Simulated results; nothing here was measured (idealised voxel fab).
Herein follows the process module entitled voxel transistor to metal.
The width of the displayed cross-section, cut, is 300 nm; its cells are square, with a size of 5 nm.
Cross-section = grid of square cells, listed top down in bands; band = one or more rows. What a band's entry tells you: where the top is and where the bottom is, as heights in nm, and after that what lies inside, material by material from left to right, each with its width in nm. Empty space is written as the word "air", and a single material marked with the word "throughout" occupies the band from edge to edge. Ref level 0: as-received wafer is one material below here. Bottom band extends down with no lower bound ("z 0 and below"). A width such as "30 to 40" changes by the same amount from each row of cells to the next, from the band's top row to its bottom row. Where a step carries "remained unchanged", the cross-section came out of it unchanged, cell for cell. Closed empty spaces (no open way to the top) of 8 cells or more are what "Catalogued sealed voids" lists, each as width x height at distance from the left edge, nm for all three. Whatever follows a step's settings on its line is a remark the simulator itself makes about that step. The line of a step may include "overlay nm". On a step with a mask, this value is how far to the right of its planned place the mask lay. A negative value means the mask lay to the left. Guide to the pairs. Each holds a before and an after cross-section around one process step; the after cross-section is cut off at the lowest band that changed. Look under the pair for the step between them and its settings. Pairs can come from different runs of this module on the same starting wafer, so a pair follows on from the one above it only where its entry headed "Before-step section" says it does.
## Before-step section
> z 25 to 15 = 70 of SiCN, then 5 of SiO2, then 5 of SiN, then 10 of air, then 5 of SiN, then 5 of SiO2, then 100 of SiCN, then 5 of SiO2, then 5 of SiN, then 10 of air, then 5 of SiN, then 5 of SiO2, then 70 of SiCN
> z 15 to -5 = 70 of polySi, then 5 of SiO2, then 5 of SiN, then 10 of air, then 5 of SiN, then 5 of SiO2, then 100 of polySi, then 5 of SiO2, then 5 of SiN, then 10 of air, then 5 of SiN, then 5 of SiO2, then 70 of polySi
> z -5 to -10 = SiO2 throughout
> z -10 to -25 = 30 of SiO2, then 110 of Si, then 20 of SiO2, then 110 of Si, then 30 of SiO2
> z -25 and below = Si throughout
> Catalogued sealed voids: none
## Step Outcome
> z 25 to 20 = 70 of SiCN, then 5 of air, then 5 of SiN, then 10 of air, then 5 of SiN, then 5 of air, then 100 of SiCN, then 5 of air, then 5 of SiN, then 10 of air, then 5 of SiN, then 5 of air, then 70 of SiCN
> z 20 to 15 = 70 of SiCN, then 5 of SiO2, then 5 of SiN, then 10 of air, then 5 of SiN, then 5 of SiO2, then 100 of SiCN, then 5 of SiO2, then 5 of SiN, then 10 of air, then 5 of SiN, then 5 of SiO2, then 70 of SiCN
> z 15 to -5 = 70 of polySi, then 5 of SiO2, then 5 of SiN, then 10 of air, then 5 of SiN, then 5 of SiO2, then 100 of polySi, then 5 of SiO2, then 5 of SiN, then 10 of air, then 5 of SiN, then 5 of SiO2, then 70 of polySi
> z -5 to -10 = 80 of SiO2, then 10 of air, then 120 of SiO2, then 10 of air, then 80 of SiO2
> Below -10, the layers are the same as they were.
> Catalogued sealed voids: none
Transition step, before and after shown above: op DIRECTIONAL_ETCH | etch materials SiO2 | depth nm 5
Before-step section: this step begins from the cross-section that the pair just above shows after its step.
## Step Outcome
> z 25 to 20 = 70 of SiCN, then 5 of air, then 5 of SiN, then 10 of air, then 5 of SiN, then 5 of air, then 100 of SiCN, then 5 of air, then 5 of SiN, then 10 of air, then 5 of SiN, then 5 of air, then 70 of SiCN
> z 20 to 15 = 70 of SiCN, then 5 of SiO2, then 5 of SiN, then 10 of air, then 5 of SiN, then 5 of SiO2, then 100 of SiCN, then 5 of SiO2, then 5 of SiN, then 10 of air, then 5 of SiN, then 5 of SiO2, then 70 of SiCN
> z 15 to -5 = 70 of polySi, then 5 of SiO2, then 5 of SiN, then 10 of air, then 5 of SiN, then 5 of SiO2, then 100 of polySi, then 5 of SiO2, then 5 of SiN, then 10 of air, then 5 of SiN, then 5 of SiO2, then 70 of polySi
> z -5 to -10 = 80 of SiO2, then 10 of air, then 120 of SiO2, then 10 of air, then 80 of SiO2
> z -10 to -25 = 30 of SiO2, then 50 of Si, then 10 of air, then 50 of Si, then 20 of SiO2, then 50 of Si, then 10 of air, then 50 of Si, then 30 of SiO2
> Below -25, the layers are the same as they were.
> Catalogued sealed voids: none
Transition step, before and after shown above: op DIRECTIONAL_ETCH | etch materials Si | depth nm 15
Before-step section: this step begins from the cross-section that the pair just above shows after its step.
## Step Outcome
> z 25 to 20 = 70 of SiCN, then 5 of air, then 5 of SiN, then 10 of air, then 5 of SiN, then 5 of air, then 100 of SiCN, then 5 of air, then 5 of SiN, then 10 of air, then 5 of SiN, then 5 of air, then 70 of SiCN
> z 20 to 15 = 70 of SiCN, then 5 of SiO2, then 5 of SiN, then 10 of air, then 5 of SiN, then 5 of SiO2, then 100 of SiCN, then 5 of SiO2, then 5 of SiN, then 10 of air, then 5 of SiN, then 5 of SiO2, then 70 of SiCN
> z 15 to 5 = 70 of polySi, then 5 of SiO2, then 5 of SiN, then 10 of air, then 5 of SiN, then 5 of SiO2, then 100 of polySi, then 5 of SiO2, then 5 of SiN, then 10 of air, then 5 of SiN, then 5 of SiO2, then 70 of polySi
> z 5 to -5 = 70 of polySi, then 5 of SiO2, then 5 of SiN, then 10 of SiGe, then 5 of SiN, then 5 of SiO2, then 100 of polySi, then 5 of SiO2, then 5 of SiN, then 10 of SiGe, then 5 of SiN, then 5 of SiO2, then 70 of polySi
> z -5 to -10 = 80 of SiO2, then 10 of SiGe, then 120 of SiO2, then 10 of SiGe, then 80 of SiO2
> z -10 to -25 = 30 of SiO2, then 50 of Si, then 10 of SiGe, then 50 of Si, then 20 of SiO2, then 50 of Si, then 10 of SiGe, then 50 of Si, then 30 of SiO2
> Below -25, the layers are the same as they were.
> Catalogued sealed voids: none
Transition step, before and after shown above: op EPI | material SiGe | thk nm 15
Before-step section: this step begins from the cross-section that the pair just above shows after its step.
## Step Outcome
> z 35 to 25 = SiO2 throughout
> z 25 to 15 = 70 of SiCN, then 5 of SiO2, then 5 of SiN, then 10 of SiO2, then 5 of SiN, then 5 of SiO2, then 100 of SiCN, then 5 of SiO2, then 5 of SiN, then 10 of SiO2, then 5 of SiN, then 5 of SiO2, then 70 of SiCN
> z 15 to 5 = 70 of polySi, then 5 of SiO2, then 5 of SiN, then 10 of SiO2, then 5 of SiN, then 5 of SiO2, then 100 of polySi, then 5 of SiO2, then 5 of SiN, then 10 of SiO2, then 5 of SiN, then 5 of SiO2, then 70 of polySi
> Below 5, the layers are the same as they were.
> Catalogued sealed voids: none
Transition step, before and after shown above: op FILL_DEP | material SiO2 | thk nm 10
Before-step section: this step begins from the cross-section that the pair just above shows after its step.
## Step Outcome
> z 15 to 5 = 70 of polySi, then 5 of SiO2, then 5 of SiN, then 10 of SiO2, then 5 of SiN, then 5 of SiO2, then 100 of polySi, then 5 of SiO2, then 5 of SiN, then 10 of SiO2, then 5 of SiN, then 5 of SiO2, then 70 of polySi
> Below 5, the layers are the same as they were.
> Catalogued sealed voids: none
Transition step, before and after shown above: op CMP | height nm 15
Before-step section: this step begins from the cross-section that the pair just above shows after its step.
## Step Outcome
> z 15 to 5 = 70 of air, then 5 of SiO2, then 5 of SiN, then 10 of SiO2, then 5 of SiN, then 5 of SiO2, then 100 of air, then 5 of SiO2, then 5 of SiN, then 10 of SiO2, then 5 of SiN, then 5 of SiO2, then 70 of air
> z 5 to -5 = 70 of air, then 5 of SiO2, then 5 of SiN, then 10 of SiGe, then 5 of SiN, then 5 of SiO2, then 100 of air, then 5 of SiO2, then 5 of SiN, then 10 of SiGe, then 5 of SiN, then 5 of SiO2, then 70 of air
> Below -5, the layers are the same as they were.
> Catalogued sealed voids: none
Transition step, before and after shown above: op STRIP | etch materials polySi
Before-step section: this step begins from the cross-section that the pair just above shows after its step.
## Step Outcome
> z 15 to 10 = 75 of air, then 5 of SiN, then 10 of air, then 5 of SiN, then 110 of air, then 5 of SiN, then 10 of air, then 5 of SiN, then 75 of air
> z 10 to 5 = 75 of air, then 5 of SiN, then 10 of SiO2, then 5 of SiN, then 110 of air, then 5 of SiN, then 10 of SiO2, then 5 of SiN, then 75 of air
> z 5 to -5 = 75 of air, then 5 of SiN, then 10 of SiGe, then 5 of SiN, then 110 of air, then 5 of SiN, then 10 of SiGe, then 5 of SiN, then 75 of air
> z -5 to -10 = 75 of air, then 5 of SiO2, then 10 of SiGe, then 5 of SiO2, then 110 of air, then 5 of SiO2, then 10 of SiGe, then 5 of SiO2, then 75 of air
> Below -10, the layers are the same as they were.
> Catalogued sealed voids: none
Transition step, before and after shown above: op SELECTIVE_ETCH | etch materials SiO2 | depth nm 5
Before-step section: this step begins from the cross-section that the pair just above shows after its step.
## Step Outcome
> z 20 to 15 = 70 of air, then 30 of HfO2, then 100 of air, then 30 of HfO2, then 70 of air
> z 15 to 10 = 70 of air, then 5 of HfO2, then 5 of SiN, then 10 of HfO2, then 5 of SiN, then 5 of HfO2, then 100 of air, then 5 of HfO2, then 5 of SiN, then 10 of HfO2, then 5 of SiN, then 5 of HfO2, then 70 of air
> z 10 to 5 = 70 of air, then 5 of HfO2, then 5 of SiN, then 10 of SiO2, then 5 of SiN, then 5 of HfO2, then 100 of air, then 5 of HfO2, then 5 of SiN, then 10 of SiO2, then 5 of SiN, then 5 of HfO2, then 70 of air
> z 5 to -5 = 70 of air, then 5 of HfO2, then 5 of SiN, then 10 of SiGe, then 5 of SiN, then 5 of HfO2, then 100 of air, then 5 of HfO2, then 5 of SiN, then 10 of SiGe, then 5 of SiN, then 5 of HfO2, then 70 of air
> z -5 to -10 = 75 of HfO2, then 5 of SiO2, then 10 of SiGe, then 5 of SiO2, then 110 of HfO2, then 5 of SiO2, then 10 of SiGe, then 5 of SiO2, then 75 of HfO2
> Below -10, the layers are the same as they were.
> Catalogued sealed voids: none
Transition step, before and after shown above: op CONFORMAL_DEP | material HfO2 | thk nm 5
Before-step section: this step begins from the cross-section that the pair just above shows after its step.
## Step Outcome
> z 25 to 20 = 65 of air, then 40 of TiN, then 90 of air, then 40 of TiN, then 65 of air
> z 20 to 15 = 65 of air, then 5 of TiN, then 30 of HfO2, then 5 of TiN, then 90 of air, then 5 of TiN, then 30 of HfO2, then 5 of TiN, then 65 of air
> z 15 to 10 = 65 of air, then 5 of TiN, then 5 of HfO2, then 5 of SiN, then 10 of HfO2, then 5 of SiN, then 5 of HfO2, then 5 of TiN, then 90 of air, then 5 of TiN, then 5 of HfO2, then 5 of SiN, then 10 of HfO2, then 5 of SiN, then 5 of HfO2, then 5 of TiN, then 65 of air
> z 10 to 5 = 65 of air, then 5 of TiN, then 5 of HfO2, then 5 of SiN, then 10 of SiO2, then 5 of SiN, then 5 of HfO2, then 5 of TiN, then 90 of air, then 5 of TiN, then 5 of HfO2, then 5 of SiN, then 10 of SiO2, then 5 of SiN, then 5 of HfO2, then 5 of TiN, then 65 of air
> z 5 to 0 = 65 of air, then 5 of TiN, then 5 of HfO2, then 5 of SiN, then 10 of SiGe, then 5 of SiN, then 5 of HfO2, then 5 of TiN, then 90 of air, then 5 of TiN, then 5 of HfO2, then 5 of SiN, then 10 of SiGe, then 5 of SiN, then 5 of HfO2, then 5 of TiN, then 65 of air
> z 0 to -5 = 70 of TiN, then 5 of HfO2, then 5 of SiN, then 10 of SiGe, then 5 of SiN, then 5 of HfO2, then 100 of TiN, then 5 of HfO2, then 5 of SiN, then 10 of SiGe, then 5 of SiN, then 5 of HfO2, then 70 of TiN
> Below -5, the layers are the same as they were.
> Catalogued sealed voids: none
Transition step, before and after shown above: op CONFORMAL_DEP | material TiN | thk nm 5
Before-step section: this step begins from the cross-section that the pair just above shows after its step.
## Step Outcome
> z 35 to 25 = W throughout
> z 25 to 20 = 65 of W, then 40 of TiN, then 90 of W, then 40 of TiN, then 65 of W
> z 20 to 15 = 65 of W, then 5 of TiN, then 30 of HfO2, then 5 of TiN, then 90 of W, then 5 of TiN, then 30 of HfO2, then 5 of TiN, then 65 of W
> z 15 to 10 = 65 of W, then 5 of TiN, then 5 of HfO2, then 5 of SiN, then 10 of HfO2, then 5 of SiN, then 5 of HfO2, then 5 of TiN, then 90 of W, then 5 of TiN, then 5 of HfO2, then 5 of SiN, then 10 of HfO2, then 5 of SiN, then 5 of HfO2, then 5 of TiN, then 65 of W
> z 10 to 5 = 65 of W, then 5 of TiN, then 5 of HfO2, then 5 of SiN, then 10 of SiO2, then 5 of SiN, then 5 of HfO2, then 5 of TiN, then 90 of W, then 5 of TiN, then 5 of HfO2, then 5 of SiN, then 10 of SiO2, then 5 of SiN, then 5 of HfO2, then 5 of TiN, then 65 of W
> z 5 to 0 = 65 of W, then 5 of TiN, then 5 of HfO2, then 5 of SiN, then 10 of SiGe, then 5 of SiN, then 5 of HfO2, then 5 of TiN, then 90 of W, then 5 of TiN, then 5 of HfO2, then 5 of SiN, then 10 of SiGe, then 5 of SiN, then 5 of HfO2, then 5 of TiN, then 65 of W
> Below 0, the layers are the same as they were.
> Catalogued sealed voids: none
Transition step, before and after shown above: op FILL_DEP | material W | thk nm 10
Before-step section: this step begins from the cross-section that the pair just above shows after its step.
## Step Outcome
> z 10 to 5 = 65 of W, then 5 of TiN, then 5 of HfO2, then 5 of SiN, then 10 of SiO2, then 5 of SiN, then 5 of HfO2, then 5 of TiN, then 90 of W, then 5 of TiN, then 5 of HfO2, then 5 of SiN, then 10 of SiO2, then 5 of SiN, then 5 of HfO2, then 5 of TiN, then 65 of W
> Below 5, the layers are the same as they were.
> Catalogued sealed voids: none
Transition step, before and after shown above: op CMP | height nm 10
Before-step section: this step begins from the cross-section that the pair just above shows after its step.
## Step Outcome
> z 20 to 10 = SiO2 throughout
> Below 10, the layers are the same as they were.
> Catalogued sealed voids: none
Transition step, before and after shown above: op DIRECTIONAL_DEP | material SiO2 | thk nm 10
Before-step section: this step begins from the cross-section that the pair just above shows after its step.
## Step Outcome
> z 20 to 10 = 40 of SiO2, then 15 of air, then 60 of SiO2, then 15 of air, then 40 of SiO2, then 15 of air, then 60 of SiO2, then 15 of air, then 40 of SiO2
> Below 10, the layers are the same as they were.
> Catalogued sealed voids: none
Transition step, before and after shown above: op MASKED_ETCH | tone open | mask id CONTACT | width nm 15 | etch materials SiO2 | depth nm 30 | overlay nm 0
Before-step section: this step begins from the cross-section that the pair just above shows after its step.
## Step Outcome
> z 25 to 20 = 45 of TiN, then 5 of air, then 70 of TiN, then 5 of air, then 50 of TiN, then 5 of air, then 70 of TiN, then 5 of air, then 45 of TiN
> z 20 to 15 = 40 of SiO2, then 5 of TiN, then 5 of air, then 5 of TiN, then 60 of SiO2, then 5 of TiN, then 5 of air, then 5 of TiN, then 40 of SiO2, then 5 of TiN, then 5 of air, then 5 of TiN, then 60 of SiO2, then 5 of TiN, then 5 of air, then 5 of TiN, then 40 of SiO2
> z 15 to 10 = 40 of SiO2, then 15 of TiN, then 60 of SiO2, then 15 of TiN, then 40 of SiO2, then 15 of TiN, then 60 of SiO2, then 15 of TiN, then 40 of SiO2
> Below 10, the layers are the same as they were.
> Catalogued sealed voids: none
Transition step, before and after shown above: op CONFORMAL_DEP | material TiN | thk nm 5
Before-step section: this step begins from the cross-section that the pair just above shows after its step.
## Step Outcome
> z 30 to 25 = W throughout
> z 25 to 20 = 45 of TiN, then 5 of W, then 70 of TiN, then 5 of W, then 50 of TiN, then 5 of W, then 70 of TiN, then 5 of W, then 45 of TiN
> z 20 to 15 = 40 of SiO2, then 5 of TiN, then 5 of W, then 5 of TiN, then 60 of SiO2, then 5 of TiN, then 5 of W, then 5 of TiN, then 40 of SiO2, then 5 of TiN, then 5 of W, then 5 of TiN, then 60 of SiO2, then 5 of TiN, then 5 of W, then 5 of TiN, then 40 of SiO2
> Below 15, the layers are the same as they were.
> Catalogued sealed voids: none
Transition step, before and after shown above: op FILL_DEP | material W | thk nm 5
Before-step section: this step begins from the cross-section that the pair just above shows after its step.
## Step Outcome
> z 20 to 15 = 40 of SiO2, then 5 of TiN, then 5 of W, then 5 of TiN, then 60 of SiO2, then 5 of TiN, then 5 of W, then 5 of TiN, then 40 of SiO2, then 5 of TiN, then 5 of W, then 5 of TiN, then 60 of SiO2, then 5 of TiN, then 5 of W, then 5 of TiN, then 40 of SiO2
> Below 15, the layers are the same as they were.
> Catalogued sealed voids: none
Transition step, before and after shown above: op CMP | height nm 20
Before-step section: this step begins from the cross-section that the pair just above shows after its step.
## Step Outcome
> z 25 to 20 = SiCN throughout
> Below 20, the layers are the same as they were.
> Catalogued sealed voids: none
Transition step, before and after shown above: op CONFORMAL_DEP | material SiCN | thk nm 5
Before-step section: this step begins from the cross-section that the pair just above shows after its step.
## Step Outcome
> z 40 to 25 = SiO2 throughout
> Below 25, the layers are the same as they were.
> Catalogued sealed voids: none
Transition step, before and after shown above: op DIRECTIONAL_DEP | material SiO2 | thk nm 15
Before-step section: this step begins from the cross-section that the pair just above shows after its step.
## Step Outcome
> z 55 to 40 = aC throughout
> Below 40, the layers are the same as they were.
> Catalogued sealed voids: none
Transition step, before and after shown above: op DIRECTIONAL_DEP | material aC | thk nm 15
Before-step section: this step begins from the cross-section that the pair just above shows after its step.
## Step Outcome
> z 90 to 55 = 40 of resist, then 15 of air, then 60 of resist, then 15 of air, then 40 of resist, then 15 of air, then 60 of resist, then 15 of air, then 40 of resist
> Below 55, the layers are the same as they were.
> Catalogued sealed voids: none
Transition step, before and after shown above: op PATTERN | tone open | mask id METAL_1 | material resist | width nm 15 | thk nm 35 | overlay nm 0
Before-step section: this step begins from the cross-section that the pair just above shows after its step.
## Step Outcome
> z 75 to 55 = 40 of resist, then 15 of air, then 60 of resist, then 15 of air, then 40 of resist, then 15 of air, then 60 of resist, then 15 of air, then 40 of resist
> z 55 to 40 = 40 of aC, then 15 of air, then 60 of aC, then 15 of air, then 40 of aC, then 15 of air, then 60 of aC, then 15 of air, then 40 of aC
> Below 40, the layers are the same as they were.
> Catalogued sealed voids: none
Transition step, before and after shown above: op DIRECTIONAL_ETCH | etch materials aC | depth nm 15
Before-step section: this step begins from the cross-section that the pair just above shows after its step.
## Step Outcome
> z 55 to 40 = 40 of aC, then 15 of air, then 60 of aC, then 15 of air, then 40 of aC, then 15 of air, then 60 of aC, then 15 of air, then 40 of aC
> Below 40, the layers are the same as they were.
> Catalogued sealed voids: none
Transition step, before and after shown above: op STRIP | etch materials resist
Before-step section: this step begins from the cross-section that the pair just above shows after its step.
## Step Outcome
> z 55 to 40 = 40 of aC, then 15 of air, then 60 of aC, then 15 of air, then 40 of aC, then 15 of air, then 60 of aC, then 15 of air, then 40 of aC
> z 40 to 25 = 40 of SiO2, then 15 of air, then 60 of SiO2, then 15 of air, then 40 of SiO2, then 15 of air, then 60 of SiO2, then 15 of air, then 40 of SiO2
> Below 25, the layers are the same as they were.
> Catalogued sealed voids: none
Transition step, before and after shown above: op DIRECTIONAL_ETCH | etch materials SiO2 | depth nm 15
Before-step section: this step begins from the cross-section that the pair just above shows after its step.
## Step Outcome
> z 55 to 40 = 40 of aC, then 15 of air, then 60 of aC, then 15 of air, then 40 of aC, then 15 of air, then 60 of aC, then 15 of air, then 40 of aC
> z 40 to 25 = 40 of SiO2, then 15 of air, then 60 of SiO2, then 15 of air, then 40 of SiO2, then 15 of air, then 60 of SiO2, then 15 of air, then 40 of SiO2
> z 25 to 20 = 40 of SiCN, then 15 of air, then 60 of SiCN, then 15 of air, then 40 of SiCN, then 15 of air, then 60 of SiCN, then 15 of air, then 40 of SiCN
> Below 20, the layers are the same as they were.
> Catalogued sealed voids: none
Transition step, before and after shown above: op DIRECTIONAL_ETCH | etch materials SiCN | depth nm 5
Before-step section: this step begins from the cross-section that the pair just above shows after its step.
## Step Outcome
> z 40 to 25 = 40 of SiO2, then 15 of air, then 60 of SiO2, then 15 of air, then 40 of SiO2, then 15 of air, then 60 of SiO2, then 15 of air, then 40 of SiO2
> Below 25, the layers are the same as they were.
> Catalogued sealed voids: none
Transition step, before and after shown above: op STRIP | etch materials aC
Before-step section: this step begins from the cross-section that the pair just above shows after its step.
## Step Outcome
> z 45 to 40 = 45 of TiN, then 5 of air, then 70 of TiN, then 5 of air, then 50 of TiN, then 5 of air, then 70 of TiN, then 5 of air, then 45 of TiN
> z 40 to 25 = 40 of SiO2, then 5 of TiN, then 5 of air, then 5 of TiN, then 60 of SiO2, then 5 of TiN, then 5 of air, then 5 of TiN, then 40 of SiO2, then 5 of TiN, then 5 of air, then 5 of TiN, then 60 of SiO2, then 5 of TiN, then 5 of air, then 5 of TiN, then 40 of SiO2
> z 25 to 20 = 40 of SiCN, then 15 of TiN, then 60 of SiCN, then 15 of TiN, then 40 of SiCN, then 15 of TiN, then 60 of SiCN, then 15 of TiN, then 40 of SiCN
> Below 20, the layers are the same as they were.
> Catalogued sealed voids: none
Transition step, before and after shown above: op CONFORMAL_DEP | material TiN | thk nm 5
Before-step section: this step begins from the cross-section that the pair just above shows after its step.
## Step Outcome
> z 55 to 45 = W throughout
> z 45 to 40 = 45 of TiN, then 5 of W, then 70 of TiN, then 5 of W, then 50 of TiN, then 5 of W, then 70 of TiN, then 5 of W, then 45 of TiN
> z 40 to 25 = 40 of SiO2, then 5 of TiN, then 5 of W, then 5 of TiN, then 60 of SiO2, then 5 of TiN, then 5 of W, then 5 of TiN, then 40 of SiO2, then 5 of TiN, then 5 of W, then 5 of TiN, then 60 of SiO2, then 5 of TiN, then 5 of W, then 5 of TiN, then 40 of SiO2
> Below 25, the layers are the same as they were.
> Catalogued sealed voids: none
Transition step, before and after shown above: op FILL_DEP | material W | thk nm 10
Before-step section: this step begins from the cross-section that the pair just above shows after its step.
## Step Outcome
> z 40 to 25 = 40 of SiO2, then 5 of TiN, then 5 of W, then 5 of TiN, then 60 of SiO2, then 5 of TiN, then 5 of W, then 5 of TiN, then 40 of SiO2, then 5 of TiN, then 5 of W, then 5 of TiN, then 60 of SiO2, then 5 of TiN, then 5 of W, then 5 of TiN, then 40 of SiO2
> Below 25, the layers are the same as they were.
> Catalogued sealed voids: none
Transition step, before and after shown above: op CMP | height nm 40
Before-step section: this step begins from the cross-section that the pair just above shows after its step.
## Step Outcome
> z 45 to 40 = SiN throughout
> Below 40, the layers are the same as they were.
> Catalogued sealed voids: none
Transition step, before and after shown above: op CONFORMAL_DEP | material SiN | thk nm 5
